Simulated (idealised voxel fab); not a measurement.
process module | voxel capacitor over wiring
cross-section cut | 240 nm wide | cells 5 nm
A cross-section is a grid of square cells, given in bands from the top down. A band is one or more rows of cells.
Each band's line starts with the height of the band's top and of its bottom, in nm. Then come its materials from left to right, each with its width in nm. One material with "throughout" fills the band from edge to edge. "air" is empty space.
Height 0 is the level under which the wafer as received is all one material. The lowest band goes on downwards, as in "0 down".
A width such as "30 to 40" changes by the same amount from each row of cells to the next, from the band's top row to its bottom row.
"no change" after a step means that no cell of the cross-section changed.
closed voids: empty space of 8 cells or more with no open way to the top, each as width x height at its distance from the left edge, in nm
after a step's settings: what the simulator itself notes on the step
overlay nm, on a step with a mask: how far to the right of its planned place the mask lay; to the left if negative
plan
1 op RECEIVE | material Si
2 op CONFORMAL_DEP | material SiO2 | thk nm 15
3 op CONFORMAL_DEP | material SiCN | thk nm 5
4 op DIRECTIONAL_DEP | material SiO2 | thk nm 15
5 op PATTERN | tone open | mask id METAL_1 | material resist | width nm 25 | pitch nm 85 | thk nm 15 | overlay nm 0
6 op DIRECTIONAL_ETCH | etch materials SiO2 | depth nm 15
7 op DIRECTIONAL_ETCH | etch materials SiCN | depth nm 5
8 op STRIP | etch materials resist
9 op CONFORMAL_DEP | material TiN | thk nm 5
10 op FILL_DEP | material Ru | thk nm 10
11 op CMP | height nm 35
12 op CONFORMAL_DEP | material SiCN | thk nm 5
13 op DIRECTIONAL_DEP | material lowk | thk nm 10
14 op PATTERN | tone open | mask id PLUG_1 | material resist | width nm 15 | thk nm 20 | overlay nm 0
15 op DIRECTIONAL_ETCH | etch materials lowk | depth nm 10
16 op DIRECTIONAL_ETCH | etch materials SiCN | depth nm 5
17 op STRIP | etch materials resist
18 op EPI | material Ru | thk nm 10
19 op EPI | material Ru | thk nm 5
20 op DIRECTIONAL_DEP | material TiN | thk nm 5
21 op DIRECTIONAL_DEP | material Al2O3 | thk nm 5
22 op DIRECTIONAL_DEP | material TiN | thk nm 5
23 op DIRECTIONAL_DEP | material aC | thk nm 15
24 op PATTERN | tone cover | mask id UPPER_PLATE | material resist | width nm 65 | thk nm 30 | overlay nm 0
25 op DIRECTIONAL_ETCH | etch materials aC | depth nm 15
26 op STRIP | etch materials resist
27 op DIRECTIONAL_ETCH | etch materials TiN | depth nm 5
28 op DIRECTIONAL_ETCH | etch materials Al2O3 | depth nm 5
29 op STRIP | etch materials aC
30 op PATTERN | tone cover | mask id LOWER_PLATE | material resist | width nm 75 | thk nm 20 | overlay nm 0
31 op DIRECTIONAL_ETCH | etch materials TiN | depth nm 5
32 op STRIP | etch materials resist
33 op FILL_DEP | material SiO2 | thk nm 15
34 op CMP | height nm 75
35 op DIRECTIONAL_DEP | material aC | thk nm 15
36 op PATTERN | tone open | mask id PLUG_2 | material resist | width nm 15 | thk nm 35 | overlay nm 0
37 op DIRECTIONAL_ETCH | etch materials aC | depth nm 15
38 op STRIP | etch materials resist
39 op DIRECTIONAL_ETCH | etch materials SiO2 | depth nm 10
40 op STRIP | etch materials aC
41 op CONFORMAL_DEP | material TiN | thk nm 5
42 op FILL_DEP | material W | thk nm 5
43 op CMP | height nm 75
44 op CONFORMAL_DEP | material SiCN | thk nm 5
as received, after step 1
  0 down: Si throughout
  closed voids: none
first wafer at the end, as planned
  80 to 75: SiCN throughout
  75 to 70: SiO2 85 | TiN 5 | W 5 | TiN 5 | SiO2 140
  70 to 60: SiO2 85 to 75 | TiN 15 to 65 | SiO2 140 to 100
  60 to 55: SiO2 75 | Al2O3 65 | SiO2 100
  55 to 50: SiO2 70 | TiN 75 | SiO2 95
  50 to 40: lowk 75 | Ru 15 | lowk 150
  40 to 35: SiCN 75 | Ru 15 | SiCN 150
  35 to 20: SiO2 65 | TiN 5 | Ru 15 | TiN 5 | SiO2 60 | TiN 5 | Ru 15 | TiN 5 | SiO2 65
  20 to 15: SiCN 65 | TiN 25 | SiCN 60 | TiN 25 | SiCN 65
  15 to 0: SiO2 throughout
  0 down: Si throughout
  closed voids: none
second wafer at the end: like start, like plan, one mistake
  80 to 75: SiCN throughout
  75 to 70: SiO2 85 | TiN 5 | W 5 | TiN 5 | SiO2 140
  70 to 60: SiO2 85 to 75 | TiN 15 to 65 | SiO2 140 to 100
  60 to 55: SiO2 75 | Al2O3 65 | SiO2 100
  55 to 50: SiO2 70 | TiN 75 | SiO2 95
  50 to 40: lowk 75 | Ru 15 | lowk 150
  40 to 35: SiCN 75 | Ru 15 | SiCN 150
  35 to 25: SiO2 65 | TiN 5 | Ru 15 | TiN 5 | SiO2 60 | TiN 5 | Ru 15 | TiN 5 | SiO2 65
  25 to 20: SiO2 65 | TiN 25 | SiO2 60 | TiN 25 | SiO2 65
  20 to 5: SiO2 throughout
  5 to 0: SiCN throughout
  0 down: Si throughout
  closed voids: none
what went wrong: steps 2 and 3 were swapped
at the end the second wafer has, in cells: 6 fewer of Ru | 10 more of SiCN | 4 fewer of TiN
